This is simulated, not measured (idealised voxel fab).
Title: Process Module voxel air gaps
We display cut, a cross-section 170 nm in width whose square cells are each 5 nm.
The cross-sections in this document take the form of a grid made of square cells. They are written out as bands, in order from top to bottom. Each band consists of one or more rows of cells. First you get the band's top height and its bottom height, in nm, and then the materials it's made of, left to right, with each width in nm. If you see a single material with "throughout", that one covers the band edge to edge. "blank" is empty space. All heights in this document are referenced to 0, defined as the level beneath which the wafer, as received, consists entirely of one material. The lowest band is not bounded below; it extends indefinitely downward and is written in the form "0..down". The width entry "30..40" should be interpreted row by row: the top row of cells in the band takes the first number, the bottom row takes the second number, and the change between adjacent rows is uniform throughout. "everything unchanged", as given for a step, is the statement that not any cell of the cross-section underwent a change during that step. What "Cavities, sealed" gives you is every empty space of 8 cells or more that is cut off from the top. Each appears as width x height at distance, with the distance taken from the left edge and width, height and distance all in nm. Heads up: the bit after the settings on a step's line is the simulator's remark on that step. For masked steps, "overlay nm" on the step line gives how far right of plan the mask actually lay; a minus sign means it lay to the left. The remainder of this document consists of a sequence of paired cross-sections. Each pair presents the cross-section prior to one process step together with the cross-section following it, the latter being rendered only as deep as the lowest band that underwent change. The intervening step, together with its settings, is stated beneath each pair. Because the pairs may originate from different runs of this module on the same starting wafer, a given pair is to be read as continuing from the preceding pair only where its entry headed "Status before step" so indicates.
## Status before step
- 0..down  Si throughout
- Cavities, sealed: none
## Resultant Cross-Section
- 10..0  SiO2 throughout
- At heights below 0, the structure remains unaltered.
- Cavities, sealed: none
The step carried out between the cross-section before it and the cross-section after it, both shown above, is CONFORMAL_DEP,material SiO2,thk nm 10
Status before step: refer to the pair immediately above; the cross-section shown after its step is the state before this one.
## Resultant Cross-Section
- 15..10  SiN throughout
- At heights below 10, the structure remains unaltered.
- Cavities, sealed: none
The step carried out between the cross-section before it and the cross-section after it, both shown above, is CONFORMAL_DEP,material SiN,thk nm 5
Status before step: refer to the pair immediately above; the cross-section shown after its step is the state before this one.
## Resultant Cross-Section
- 55..15  SiO2 throughout
- At heights below 15, the structure remains unaltered.
- Cavities, sealed: none
The step carried out between the cross-section before it and the cross-section after it, both shown above, is DIRECTIONAL_DEP,material SiO2,thk nm 40
Status before step: refer to the pair immediately above; the cross-section shown after its step is the state before this one.
## Resultant Cross-Section
- 75..55  resist=20 / blank=25 / resist=25 / blank=25 / resist=25 / blank=25 / resist=25
- At heights below 55, the structure remains unaltered.
- Cavities, sealed: none
The step carried out between the cross-section before it and the cross-section after it, both shown above, is PATTERN,tone open,mask id LINES,material resist,width nm 25,pitch nm 50,thk nm 20,overlay nm 0
Status before step: refer to the pair immediately above; the cross-section shown after its step is the state before this one.
## Resultant Cross-Section
- 75..55  resist=20 / blank=25 / resist=25 / blank=25 / resist=25 / blank=25 / resist=25
- 55..15  SiO2=20 / blank=25 / SiO2=25 / blank=25 / SiO2=25 / blank=25 / SiO2=25
- At heights below 15, the structure remains unaltered.
- Cavities, sealed: none
The step carried out between the cross-section before it and the cross-section after it, both shown above, is DIRECTIONAL_ETCH,etch materials SiO2,depth nm 40
Status before step: refer to the pair immediately above; the cross-section shown after its step is the state before this one.
## Resultant Cross-Section
- 55..15  SiO2=20 / blank=25 / SiO2=25 / blank=25 / SiO2=25 / blank=25 / SiO2=25
- At heights below 15, the structure remains unaltered.
- Cavities, sealed: none
The step carried out between the cross-section before it and the cross-section after it, both shown above, is STRIP,etch materials resist
Status before step: refer to the pair immediately above; the cross-section shown after its step is the state before this one.
## Resultant Cross-Section
- 60..55  TiN=25 / blank=15 / TiN=35 / blank=15 / TiN=35 / blank=15 / TiN=30
- 55..20  SiO2=20 / TiN=5 / blank=15 / TiN=5 / SiO2=25 / TiN=5 / blank=15 / TiN=5 / SiO2=25 / TiN=5 / blank=15 / TiN=5 / SiO2=25
- 20..15  SiO2=20 / TiN=25 / SiO2=25 / TiN=25 / SiO2=25 / TiN=25 / SiO2=25
- At heights below 15, the structure remains unaltered.
- Cavities, sealed: none
The step carried out between the cross-section before it and the cross-section after it, both shown above, is CONFORMAL_DEP,material TiN,thk nm 5
Status before step: refer to the pair immediately above; the cross-section shown after its step is the state before this one.
## Resultant Cross-Section
- 65..60  Cu throughout
- 60..55  TiN=25 / Cu=15 / TiN=35 / Cu=15 / TiN=35 / Cu=15 / TiN=30
- 55..20  SiO2=20 / TiN=5 / Cu=15 / TiN=5 / SiO2=25 / TiN=5 / Cu=15 / TiN=5 / SiO2=25 / TiN=5 / Cu=15 / TiN=5 / SiO2=25
- At heights below 20, the structure remains unaltered.
- Cavities, sealed: none
The step carried out between the cross-section before it and the cross-section after it, both shown above, is FILL_DEP,material Cu,thk nm 5
Status before step: refer to the pair immediately above; the cross-section shown after its step is the state before this one.
## Resultant Cross-Section
- 55..20  SiO2=20 / TiN=5 / Cu=15 / TiN=5 / SiO2=25 / TiN=5 / Cu=15 / TiN=5 / SiO2=25 / TiN=5 / Cu=15 / TiN=5 / SiO2=25
- At heights below 20, the structure remains unaltered.
- Cavities, sealed: none
The step carried out between the cross-section before it and the cross-section after it, both shown above, is CMP,height nm 55
Status before step: refer to the pair immediately above; the cross-section shown after its step is the state before this one.
## Resultant Cross-Section
- 65..55  blank=10 / Ru=45 / blank=5 / Ru=45 / blank=5 / Ru=45 / blank=15
- At heights below 55, the structure remains unaltered.
- Cavities, sealed: none
The step carried out between the cross-section before it and the cross-section after it, both shown above, is EPI,material Ru,thk nm 10
Status before step: refer to the pair immediately above; the cross-section shown after its step is the state before this one.
## Resultant Cross-Section
- 65..55  blank=10 / Ru=45 / blank=5 / Ru=45 / blank=5 / Ru=45 / blank=15
- 55..20  blank=20 / TiN=5 / Cu=15 / TiN=5 / blank=25 / TiN=5 / Cu=15 / TiN=5 / blank=25 / TiN=5 / Cu=15 / TiN=5 / blank=25
- 20..15  blank=20 / TiN=25 / blank=25 / TiN=25 / blank=25 / TiN=25 / blank=25
- At heights below 15, the structure remains unaltered.
- Cavities, sealed: none
The step carried out between the cross-section before it and the cross-section after it, both shown above, is SELECTIVE_ETCH,etch materials SiO2,depth nm 50
Status before step: refer to the pair immediately above; the cross-section shown after its step is the state before this one.
## Resultant Cross-Section
- 70..65  blank=5 / SiN=155 / blank=10
- 65..55  blank=5 / SiN=5 / Ru=45 / SiN=5 / Ru=45 / SiN=5 / Ru=45 / SiN=5 / blank=10
- 55..50  blank=5 / SiN=15 / TiN=5 / Cu=15 / TiN=5 / SiN=25 / TiN=5 / Cu=15 / TiN=5 / SiN=25 / TiN=5 / Cu=15 / TiN=5 / SiN=15 / blank=10
- 50..20  blank=15 / SiN=5 / TiN=5 / Cu=15 / TiN=5 / SiN=5 / blank=15 / SiN=5 / TiN=5 / Cu=15 / TiN=5 / SiN=5 / blank=15 / SiN=5 / TiN=5 / Cu=15 / TiN=5 / SiN=5 / blank=20
- 20..15  SiN=20 / TiN=25 / SiN=25 / TiN=25 / SiN=25 / TiN=25 / SiN=25
- At heights below 15, the structure remains unaltered.
- Cavities, sealed: 15 x 30 at 50; 15 x 30 at 100
The step carried out between the cross-section before it and the cross-section after it, both shown above, is CONFORMAL_DEP,material SiN,thk nm 5
## Status before step
- 10..0  SiO2 throughout
- 0..down  Si throughout
- Cavities, sealed: none
## Resultant Cross-Section
- 50..0  SiO2 throughout
- At heights below 0, the structure remains unaltered.
- Cavities, sealed: none
The step carried out between the cross-section before it and the cross-section after it, both shown above, is DIRECTIONAL_DEP,material SiO2,thk nm 40
Status before step: refer to the pair immediately above; the cross-section shown after its step is the state before this one.
## Resultant Cross-Section
- 70..50  resist=20 / blank=25 / resist=25 / blank=25 / resist=25 / blank=25 / resist=25
- At heights below 50, the structure remains unaltered.
- Cavities, sealed: none
The step carried out between the cross-section before it and the cross-section after it, both shown above, is PATTERN,tone open,mask id LINES,material resist,width nm 25,pitch nm 50,thk nm 20,overlay nm 0
Status before step: refer to the pair immediately above; the cross-section shown after its step is the state before this one.
## Resultant Cross-Section
- 70..50  resist=20 / blank=25 / resist=25 / blank=25 / resist=25 / blank=25 / resist=25
- 50..10  SiO2=20 / blank=25 / SiO2=25 / blank=25 / SiO2=25 / blank=25 / SiO2=25
- At heights below 10, the structure remains unaltered.
- Cavities, sealed: none
The step carried out between the cross-section before it and the cross-section after it, both shown above, is DIRECTIONAL_ETCH,etch materials SiO2,depth nm 40
Status before step: refer to the pair immediately above; the cross-section shown after its step is the state before this one.
## Resultant Cross-Section
- 50..10  SiO2=20 / blank=25 / SiO2=25 / blank=25 / SiO2=25 / blank=25 / SiO2=25
- At heights below 10, the structure remains unaltered.
- Cavities, sealed: none
The step carried out between the cross-section before it and the cross-section after it, both shown above, is STRIP,etch materials resist
Status before step: refer to the pair immediately above; the cross-section shown after its step is the state before this one.
## Resultant Cross-Section
- 55..50  TiN=25 / blank=15 / TiN=35 / blank=15 / TiN=35 / blank=15 / TiN=30
- 50..15  SiO2=20 / TiN=5 / blank=15 / TiN=5 / SiO2=25 / TiN=5 / blank=15 / TiN=5 / SiO2=25 / TiN=5 / blank=15 / TiN=5 / SiO2=25
- 15..10  SiO2=20 / TiN=25 / SiO2=25 / TiN=25 / SiO2=25 / TiN=25 / SiO2=25
- At heights below 10, the structure remains unaltered.
- Cavities, sealed: none
The step carried out between the cross-section before it and the cross-section after it, both shown above, is CONFORMAL_DEP,material TiN,thk nm 5
Status before step: refer to the pair immediately above; the cross-section shown after its step is the state before this one.
## Resultant Cross-Section
- 60..55  Cu throughout
- 55..50  TiN=25 / Cu=15 / TiN=35 / Cu=15 / TiN=35 / Cu=15 / TiN=30
- 50..15  SiO2=20 / TiN=5 / Cu=15 / TiN=5 / SiO2=25 / TiN=5 / Cu=15 / TiN=5 / SiO2=25 / TiN=5 / Cu=15 / TiN=5 / SiO2=25
- At heights below 15, the structure remains unaltered.
- Cavities, sealed: none
The step carried out between the cross-section before it and the cross-section after it, both shown above, is FILL_DEP,material Cu,thk nm 5
Status before step: refer to the pair immediately above; the cross-section shown after its step is the state before this one.
## Resultant Cross-Section
- 55..50  TiN=25 / Cu=15 / TiN=35 / Cu=15 / TiN=35 / Cu=15 / TiN=30
- At heights below 50, the structure remains unaltered.
- Cavities, sealed: none
The step carried out between the cross-section before it and the cross-section after it, both shown above, is CMP,height nm 55
Status before step: refer to the pair immediately above; the cross-section shown after its step is the state before this one.
## Resultant Cross-Section
- 65..55  Ru throughout
- At heights below 55, the structure remains unaltered.
- Cavities, sealed: none
The step carried out between the cross-section before it and the cross-section after it, both shown above, is EPI,material Ru,thk nm 10
Status before step: refer to the pair immediately above; the cross-section shown after its step is the state before this one.
## Resultant Cross-Section
- 70..65  SiN throughout
- At heights below 65, the structure remains unaltered.
- Cavities, sealed: none
The step carried out between the cross-section before it and the cross-section after it, both shown above, is CONFORMAL_DEP,material SiN,thk nm 5
## Status before step
- 65..55  blank=10 / Ru=45 / blank=5 / Ru=45 / blank=5 / Ru=45 / blank=15
- 55..20  SiO2=20 / TiN=5 / Cu=15 / TiN=5 / SiO2=25 / TiN=5 / Cu=15 / TiN=5 / SiO2=25 / TiN=5 / Cu=15 / TiN=5 / SiO2=25
- 20..15  SiO2=20 / TiN=25 / SiO2=25 / TiN=25 / SiO2=25 / TiN=25 / SiO2=25
- 15..10  SiN throughout
- 10..0  SiO2 throughout
- 0..down  Si throughout
- Cavities, sealed: none
## Resultant Cross-Section
- 75..55  Ru=165 / blank=5
- At heights below 55, the structure remains unaltered.
- Cavities, sealed: none
The step carried out between the cross-section before it and the cross-section after it, both shown above, is EPI,material Ru,thk nm 10
Status before step: refer to the pair immediately above; the cross-section shown after its step is the state before this one.
## Resultant Cross-Section
- 75..55  Ru=165 / blank=5
- 55..20  SiO2=20 / TiN=5 / Cu=15 / TiN=5 / SiO2=25 / TiN=5 / Cu=15 / TiN=5 / SiO2=25 / TiN=5 / Cu=15 / TiN=5 / blank=25
- 20..15  SiO2=20 / TiN=25 / SiO2=25 / TiN=25 / SiO2=25 / TiN=25 / blank=25
- At heights below 15, the structure remains unaltered.
- Cavities, sealed: none
The step carried out between the cross-section before it and the cross-section after it, both shown above, is SELECTIVE_ETCH,etch materials SiO2,depth nm 50
Status before step: refer to the pair immediately above; the cross-section shown after its step is the state before this one.
## Resultant Cross-Section
- 80..75  SiN throughout
- 75..55  Ru=165 / SiN=5
- 55..50  SiO2=20 / TiN=5 / Cu=15 / TiN=5 / SiO2=25 / TiN=5 / Cu=15 / TiN=5 / SiO2=25 / TiN=5 / Cu=15 / TiN=5 / SiN=25
- 50..20  SiO2=20 / TiN=5 / Cu=15 / TiN=5 / SiO2=25 / TiN=5 / Cu=15 / TiN=5 / SiO2=25 / TiN=5 / Cu=15 / TiN=5 / SiN=5 / blank=20
- 20..15  SiO2=20 / TiN=25 / SiO2=25 / TiN=25 / SiO2=25 / TiN=25 / SiN=25
- At heights below 15, the structure remains unaltered.
- Cavities, sealed: 20 x 30 at 150
The step carried out between the cross-section before it and the cross-section after it, both shown above, is CONFORMAL_DEP,material SiN,thk nm 5
## Status before step
- 50..0  SiO2 throughout
- 0..down  Si throughout
- Cavities, sealed: none
## Resultant Cross-Section
- 55..50  SiN throughout
- At heights below 50, the structure remains unaltered.
- Cavities, sealed: none
The step carried out between the cross-section before it and the cross-section after it, both shown above, is CONFORMAL_DEP,material SiN,thk nm 5
Status before step: refer to the pair immediately above; the cross-section shown after its step is the state before this one.
## Resultant Cross-Section
- 75..55  resist=20 / blank=25 / resist=25 / blank=25 / resist=25 / blank=25 / resist=25
- At heights below 55, the structure remains unaltered.
- Cavities, sealed: none
The step carried out between the cross-section before it and the cross-section after it, both shown above, is PATTERN,tone open,mask id LINES,material resist,width nm 25,pitch nm 50,thk nm 20,overlay nm 0
Status before step: refer to the pair immediately above; the cross-section shown after its step is the state before this one.
## Resultant Cross-Section
- 55..50  SiN throughout
- At heights below 50, the structure remains unaltered.
- Cavities, sealed: none
The step carried out between the cross-section before it and the cross-section after it, both shown above, is STRIP,etch materials resist
Status before step: refer to the pair immediately above; the cross-section shown after its step is the state before this one.
## Resultant Cross-Section
- 60..55  TiN throughout
- At heights below 55, the structure remains unaltered.
- Cavities, sealed: none
The step carried out between the cross-section before it and the cross-section after it, both shown above, is CONFORMAL_DEP,material TiN,thk nm 5
Status before step: refer to the pair immediately above; the cross-section shown after its step is the state before this one.
## Resultant Cross-Section
- 65..60  Cu throughout
- At heights below 60, the structure remains unaltered.
- Cavities, sealed: none
The step carried out between the cross-section before it and the cross-section after it, both shown above, is FILL_DEP,material Cu,thk nm 5
Status before step: refer to the pair immediately above; the cross-section shown after its step is the state before this one.
## Resultant Cross-Section
- 55..50  SiN throughout
- At heights below 50, the structure remains unaltered.
- Cavities, sealed: none
The step carried out between the cross-section before it and the cross-section after it, both shown above, is CMP,height nm 55
Status before step: refer to the pair immediately above; the cross-section shown after its step is the state before this one.
## Resultant Cross-Section
- 60..50  SiN throughout
- At heights below 50, the structure remains unaltered.
- Cavities, sealed: none
The step carried out between the cross-section before it and the cross-section after it, both shown above, is CONFORMAL_DEP,material SiN,thk nm 5
## Status before step
- 65..60  Cu throughout
- 60..55  TiN=25 / Cu=15 / TiN=35 / Cu=15 / TiN=35 / Cu=15 / TiN=30
- 55..20  SiO2=20 / TiN=5 / Cu=15 / TiN=5 / SiO2=25 / TiN=5 / Cu=15 / TiN=5 / SiO2=25 / TiN=5 / Cu=15 / TiN=5 / SiO2=25
- 20..15  SiO2=20 / TiN=25 / SiO2=25 / TiN=25 / SiO2=25 / TiN=25 / SiO2=25
- 15..10  SiN throughout
- 10..0  SiO2 throughout
- 0..down  Si throughout
- Cavities, sealed: none
## Resultant Cross-Section
- 60..55  TiN=25 / Cu=15 / TiN=35 / Cu=15 / TiN=35 / Cu=15 / TiN=30
- At heights below 55, the structure remains unaltered.
- Cavities, sealed: none
The step carried out between the cross-section before it and the cross-section after it, both shown above, is CMP,height nm 60
Status before step: refer to the pair immediately above; the cross-section shown after its step is the state before this one.
## Resultant Cross-Section
- 70..60  Ru throughout
- At heights below 60, the structure remains unaltered.
- Cavities, sealed: none
The step carried out between the cross-section before it and the cross-section after it, both shown above, is EPI,material Ru,thk nm 10
Status before step: refer to the pair immediately above; the cross-section shown after its step is the state before this one.
## Resultant Cross-Section
- 75..70  SiN throughout
- At heights below 70, the structure remains unaltered.
- Cavities, sealed: none
The step carried out between the cross-section before it and the cross-section after it, both shown above, is CONFORMAL_DEP,material SiN,thk nm 5
## Status before step
- 55..15  SiO2 throughout
- 15..10  SiN throughout
- 10..0  SiO2 throughout
- 0..down  Si throughout
- Cavities, sealed: none
## Resultant Cross-Section
- 75..55  resist=15 / blank=35 / resist=15 / blank=35 / resist=15 / blank=35 / resist=20
- At heights below 55, the structure remains unaltered.
- Cavities, sealed: none
The step carried out between the cross-section before it and the cross-section after it, both shown above, is PATTERN,tone open,mask id LINES,material resist,width nm 35,pitch nm 50,thk nm 20,overlay nm 0
Status before step: refer to the pair immediately above; the cross-section shown after its step is the state before this one.
## Resultant Cross-Section
- 75..55  resist=15 / blank=35 / resist=15 / blank=35 / resist=15 / blank=35 / resist=20
- 55..15  SiO2=15 / blank=35 / SiO2=15 / blank=35 / SiO2=15 / blank=35 / SiO2=20
- At heights below 15, the structure remains unaltered.
- Cavities, sealed: none
The step carried out between the cross-section before it and the cross-section after it, both shown above, is DIRECTIONAL_ETCH,etch materials SiO2,depth nm 40
Status before step: refer to the pair immediately above; the cross-section shown after its step is the state before this one.
## Resultant Cross-Section
- 55..15  SiO2=15 / blank=35 / SiO2=15 / blank=35 / SiO2=15 / blank=35 / SiO2=20
- At heights below 15, the structure remains unaltered.
- Cavities, sealed: none
The step carried out between the cross-section before it and the cross-section after it, both shown above, is STRIP,etch materials resist
Status before step: refer to the pair immediately above; the cross-section shown after its step is the state before this one.
## Resultant Cross-Section
- 60..55  TiN=20 / blank=25 / TiN=25 / blank=25 / TiN=25 / blank=25 / TiN=25
- 55..20  SiO2=15 / TiN=5 / blank=25 / TiN=5 / SiO2=15 / TiN=5 / blank=25 / TiN=5 / SiO2=15 / TiN=5 / blank=25 / TiN=5 / SiO2=20
- 20..15  SiO2=15 / TiN=35 / SiO2=15 / TiN=35 / SiO2=15 / TiN=35 / SiO2=20
- At heights below 15, the structure remains unaltered.
- Cavities, sealed: none
The step carried out between the cross-section before it and the cross-section after it, both shown above, is CONFORMAL_DEP,material TiN,thk nm 5
Status before step: refer to the pair immediately above; the cross-section shown after its step is the state before this one.
## Resultant Cross-Section
- 65..60  Cu throughout
- 60..55  TiN=20 / Cu=25 / TiN=25 / Cu=25 / TiN=25 / Cu=25 / TiN=25
- 55..20  SiO2=15 / TiN=5 / Cu=25 / TiN=5 / SiO2=15 / TiN=5 / Cu=25 / TiN=5 / SiO2=15 / TiN=5 / Cu=25 / TiN=5 / SiO2=20
- At heights below 20, the structure remains unaltered.
- Cavities, sealed: none
The step carried out between the cross-section before it and the cross-section after it, both shown above, is FILL_DEP,material Cu,thk nm 5
Status before step: refer to the pair immediately above; the cross-section shown after its step is the state before this one.
## Resultant Cross-Section
- 55..20  SiO2=15 / TiN=5 / Cu=25 / TiN=5 / SiO2=15 / TiN=5 / Cu=25 / TiN=5 / SiO2=15 / TiN=5 / Cu=25 / TiN=5 / SiO2=20
- At heights below 20, the structure remains unaltered.
- Cavities, sealed: none
The step carried out between the cross-section before it and the cross-section after it, both shown above, is CMP,height nm 55
Status before step: refer to the pair immediately above; the cross-section shown after its step is the state before this one.
## Resultant Cross-Section
- 65..55  blank=5 / Ru=155 / blank=10
- At heights below 55, the structure remains unaltered.
- Cavities, sealed: none
The step carried out between the cross-section before it and the cross-section after it, both shown above, is EPI,material Ru,thk nm 10
Status before step: refer to the pair immediately above; the cross-section shown after its step is the state before this one.
## Resultant Cross-Section
- 65..55  blank=5 / Ru=155 / blank=10
- 55..20  blank=15 / TiN=5 / Cu=25 / TiN=5 / SiO2=15 / TiN=5 / Cu=25 / TiN=5 / SiO2=15 / TiN=5 / Cu=25 / TiN=5 / blank=20
- 20..15  blank=15 / TiN=35 / SiO2=15 / TiN=35 / SiO2=15 / TiN=35 / blank=20
- At heights below 15, the structure remains unaltered.
- Cavities, sealed: none
The step carried out between the cross-section before it and the cross-section after it, both shown above, is SELECTIVE_ETCH,etch materials SiO2,depth nm 50
Status before step: refer to the pair immediately above; the cross-section shown after its step is the state before this one.
## Resultant Cross-Section
- 70..65  SiN=165 / blank=5
- 65..55  SiN=5 / Ru=155 / SiN=5 / blank=5
- 55..50  SiN=15 / TiN=5 / Cu=25 / TiN=5 / SiO2=15 / TiN=5 / Cu=25 / TiN=5 / SiO2=15 / TiN=5 / Cu=25 / TiN=5 / SiN=15 / blank=5
- 50..20  blank=10 / SiN=5 / TiN=5 / Cu=25 / TiN=5 / SiO2=15 / TiN=5 / Cu=25 / TiN=5 / SiO2=15 / TiN=5 / Cu=25 / TiN=5 / SiN=5 / blank=15
- 20..15  SiN=15 / TiN=35 / SiO2=15 / TiN=35 / SiO2=15 / TiN=35 / SiN=20
- At heights below 15, the structure remains unaltered.
- Cavities, sealed: 10 x 30 at 0
The step carried out between the cross-section before it and the cross-section after it, both shown above, is CONFORMAL_DEP,material SiN,thk nm 5
## Status before step
- 55..15  SiO2 throughout
- 15..10  SiN throughout
- 10..0  SiO2 throughout
- 0..down  Si throughout
- Cavities, sealed: none
## Resultant Cross-Section
- 75..55  resist=25 / blank=25 / resist=25 / blank=25 / resist=25 / blank=25 / resist=20
- At heights below 55, the structure remains unaltered.
- Cavities, sealed: none
The step carried out between the cross-section before it and the cross-section after it, both shown above, is PATTERN,tone open,mask id LINES,material resist,width nm 25,pitch nm 50,thk nm 20,overlay nm 5
Status before step: refer to the pair immediately above; the cross-section shown after its step is the state before this one.
## Resultant Cross-Section
- 75..55  resist=25 / blank=25 / resist=25 / blank=25 / resist=25 / blank=25 / resist=20
- 55..15  SiO2=25 / blank=25 / SiO2=25 / blank=25 / SiO2=25 / blank=25 / SiO2=20
- At heights below 15, the structure remains unaltered.
- Cavities, sealed: none
The step carried out between the cross-section before it and the cross-section after it, both shown above, is DIRECTIONAL_ETCH,etch materials SiO2,depth nm 40
Status before step: refer to the pair immediately above; the cross-section shown after its step is the state before this one.
## Resultant Cross-Section
- 55..15  SiO2=25 / blank=25 / SiO2=25 / blank=25 / SiO2=25 / blank=25 / SiO2=20
- At heights below 15, the structure remains unaltered.
- Cavities, sealed: none
The step carried out between the cross-section before it and the cross-section after it, both shown above, is STRIP,etch materials resist
Status before step: refer to the pair immediately above; the cross-section shown after its step is the state before this one.
## Resultant Cross-Section
- 60..55  TiN=30 / blank=15 / TiN=35 / blank=15 / TiN=35 / blank=15 / TiN=25
- 55..20  SiO2=25 / TiN=5 / blank=15 / TiN=5 / SiO2=25 / TiN=5 / blank=15 / TiN=5 / SiO2=25 / TiN=5 / blank=15 / TiN=5 / SiO2=20
- 20..15  SiO2=25 / TiN=25 / SiO2=25 / TiN=25 / SiO2=25 / TiN=25 / SiO2=20
- At heights below 15, the structure remains unaltered.
- Cavities, sealed: none
The step carried out between the cross-section before it and the cross-section after it, both shown above, is CONFORMAL_DEP,material TiN,thk nm 5
Status before step: refer to the pair immediately above; the cross-section shown after its step is the state before this one.
## Resultant Cross-Section
- 65..60  Cu throughout
- 60..55  TiN=30 / Cu=15 / TiN=35 / Cu=15 / TiN=35 / Cu=15 / TiN=25
- 55..20  SiO2=25 / TiN=5 / Cu=15 / TiN=5 / SiO2=25 / TiN=5 / Cu=15 / TiN=5 / SiO2=25 / TiN=5 / Cu=15 / TiN=5 / SiO2=20
- At heights below 20, the structure remains unaltered.
- Cavities, sealed: none
The step carried out between the cross-section before it and the cross-section after it, both shown above, is FILL_DEP,material Cu,thk nm 5
Status before step: refer to the pair immediately above; the cross-section shown after its step is the state before this one.
## Resultant Cross-Section
- 55..20  SiO2=25 / TiN=5 / Cu=15 / TiN=5 / SiO2=25 / TiN=5 / Cu=15 / TiN=5 / SiO2=25 / TiN=5 / Cu=15 / TiN=5 / SiO2=20
- At heights below 20, the structure remains unaltered.
- Cavities, sealed: none
The step carried out between the cross-section before it and the cross-section after it, both shown above, is CMP,height nm 55
Status before step: refer to the pair immediately above; the cross-section shown after its step is the state before this one.
## Resultant Cross-Section
- 65..55  blank=15 / Ru=45 / blank=5 / Ru=45 / blank=5 / Ru=45 / blank=10
- At heights below 55, the structure remains unaltered.
- Cavities, sealed: none
The step carried out between the cross-section before it and the cross-section after it, both shown above, is EPI,material Ru,thk nm 10
Status before step: refer to the pair immediately above; the cross-section shown after its step is the state before this one.
## Resultant Cross-Section
- 65..55  blank=15 / Ru=45 / blank=5 / Ru=45 / blank=5 / Ru=45 / blank=10
- 55..20  blank=25 / TiN=5 / Cu=15 / TiN=5 / blank=25 / TiN=5 / Cu=15 / TiN=5 / blank=25 / TiN=5 / Cu=15 / TiN=5 / blank=20
- 20..15  blank=25 / TiN=25 / blank=25 / TiN=25 / blank=25 / TiN=25 / blank=20
- At heights below 15, the structure remains unaltered.
- Cavities, sealed: none
The step carried out between the cross-section before it and the cross-section after it, both shown above, is SELECTIVE_ETCH,etch materials SiO2,depth nm 50
Status before step: refer to the pair immediately above; the cross-section shown after its step is the state before this one.
## Resultant Cross-Section
- 70..65  blank=10 / SiN=155 / blank=5
- 65..55  blank=10 / SiN=5 / Ru=45 / SiN=5 / Ru=45 / SiN=5 / Ru=45 / SiN=5 / blank=5
- 55..50  blank=10 / SiN=15 / TiN=5 / Cu=15 / TiN=5 / SiN=25 / TiN=5 / Cu=15 / TiN=5 / SiN=25 / TiN=5 / Cu=15 / TiN=5 / SiN=15 / blank=5
- 50..20  blank=20 / SiN=5 / TiN=5 / Cu=15 / TiN=5 / SiN=5 / blank=15 / SiN=5 / TiN=5 / Cu=15 / TiN=5 / SiN=5 / blank=15 / SiN=5 / TiN=5 / Cu=15 / TiN=5 / SiN=5 / blank=15
- 20..15  SiN=25 / TiN=25 / SiN=25 / TiN=25 / SiN=25 / TiN=25 / SiN=20
- At heights below 15, the structure remains unaltered.
- Cavities, sealed: 15 x 30 at 55; 15 x 30 at 105
The step carried out between the cross-section before it and the cross-section after it, both shown above, is CONFORMAL_DEP,material SiN,thk nm 5
## Status before step
- 0..down  Si throughout
- Cavities, sealed: none
## Resultant Cross-Section
- 10..0  Ru throughout
- At heights below 0, the structure remains unaltered.
- Cavities, sealed: none
The step carried out between the cross-section before it and the cross-section after it, both shown above, is CONFORMAL_DEP,material Ru,thk nm 10
Status before step: refer to the pair immediately above; the cross-section shown after its step is the state before this one.
## Resultant Cross-Section
- 15..10  SiN throughout
- At heights below 10, the structure remains unaltered.
- Cavities, sealed: none
The step carried out between the cross-section before it and the cross-section after it, both shown above, is CONFORMAL_DEP,material SiN,thk nm 5
Status before step: refer to the pair immediately above; the cross-section shown after its step is the state before this one.
## Resultant Cross-Section
- 55..15  SiO2 throughout
- At heights below 15, the structure remains unaltered.
- Cavities, sealed: none
The step carried out between the cross-section before it and the cross-section after it, both shown above, is DIRECTIONAL_DEP,material SiO2,thk nm 40
Status before step: refer to the pair immediately above; the cross-section shown after its step is the state before this one.
## Resultant Cross-Section
- 75..55  resist=20 / blank=25 / resist=25 / blank=25 / resist=25 / blank=25 / resist=25
- At heights below 55, the structure remains unaltered.
- Cavities, sealed: none
The step carried out between the cross-section before it and the cross-section after it, both shown above, is PATTERN,tone open,mask id LINES,material resist,width nm 25,pitch nm 50,thk nm 20,overlay nm 0
Status before step: refer to the pair immediately above; the cross-section shown after its step is the state before this one.
## Resultant Cross-Section
- 75..55  resist=20 / blank=25 / resist=25 / blank=25 / resist=25 / blank=25 / resist=25
- 55..15  SiO2=20 / blank=25 / SiO2=25 / blank=25 / SiO2=25 / blank=25 / SiO2=25
- At heights below 15, the structure remains unaltered.
- Cavities, sealed: none
The step carried out between the cross-section before it and the cross-section after it, both shown above, is DIRECTIONAL_ETCH,etch materials SiO2,depth nm 40
Status before step: refer to the pair immediately above; the cross-section shown after its step is the state before this one.
## Resultant Cross-Section
- 55..15  SiO2=20 / blank=25 / SiO2=25 / blank=25 / SiO2=25 / blank=25 / SiO2=25
- At heights below 15, the structure remains unaltered.
- Cavities, sealed: none
The step carried out between the cross-section before it and the cross-section after it, both shown above, is STRIP,etch materials resist
Status before step: refer to the pair immediately above; the cross-section shown after its step is the state before this one.
## Resultant Cross-Section
- 60..55  TiN=25 / blank=15 / TiN=35 / blank=15 / TiN=35 / blank=15 / TiN=30
- 55..20  SiO2=20 / TiN=5 / blank=15 / TiN=5 / SiO2=25 / TiN=5 / blank=15 / TiN=5 / SiO2=25 / TiN=5 / blank=15 / TiN=5 / SiO2=25
- 20..15  SiO2=20 / TiN=25 / SiO2=25 / TiN=25 / SiO2=25 / TiN=25 / SiO2=25
- At heights below 15, the structure remains unaltered.
- Cavities, sealed: none
The step carried out between the cross-section before it and the cross-section after it, both shown above, is CONFORMAL_DEP,material TiN,thk nm 5
Status before step: refer to the pair immediately above; the cross-section shown after its step is the state before this one.
## Resultant Cross-Section
- 65..60  Cu throughout
- 60..55  TiN=25 / Cu=15 / TiN=35 / Cu=15 / TiN=35 / Cu=15 / TiN=30
- 55..20  SiO2=20 / TiN=5 / Cu=15 / TiN=5 / SiO2=25 / TiN=5 / Cu=15 / TiN=5 / SiO2=25 / TiN=5 / Cu=15 / TiN=5 / SiO2=25
- At heights below 20, the structure remains unaltered.
- Cavities, sealed: none
The step carried out between the cross-section before it and the cross-section after it, both shown above, is FILL_DEP,material Cu,thk nm 5
Status before step: refer to the pair immediately above; the cross-section shown after its step is the state before this one.
## Resultant Cross-Section
- 55..20  SiO2=20 / TiN=5 / Cu=15 / TiN=5 / SiO2=25 / TiN=5 / Cu=15 / TiN=5 / SiO2=25 / TiN=5 / Cu=15 / TiN=5 / SiO2=25
- At heights below 20, the structure remains unaltered.
- Cavities, sealed: none
The step carried out between the cross-section before it and the cross-section after it, both shown above, is CMP,height nm 55
Status before step: refer to the pair immediately above; the cross-section shown after its step is the state before this one.
## Resultant Cross-Section
- 65..55  blank=10 / Ru=45 / blank=5 / Ru=45 / blank=5 / Ru=45 / blank=15
- At heights below 55, the structure remains unaltered.
- Cavities, sealed: none
The step carried out between the cross-section before it and the cross-section after it, both shown above, is EPI,material Ru,thk nm 10
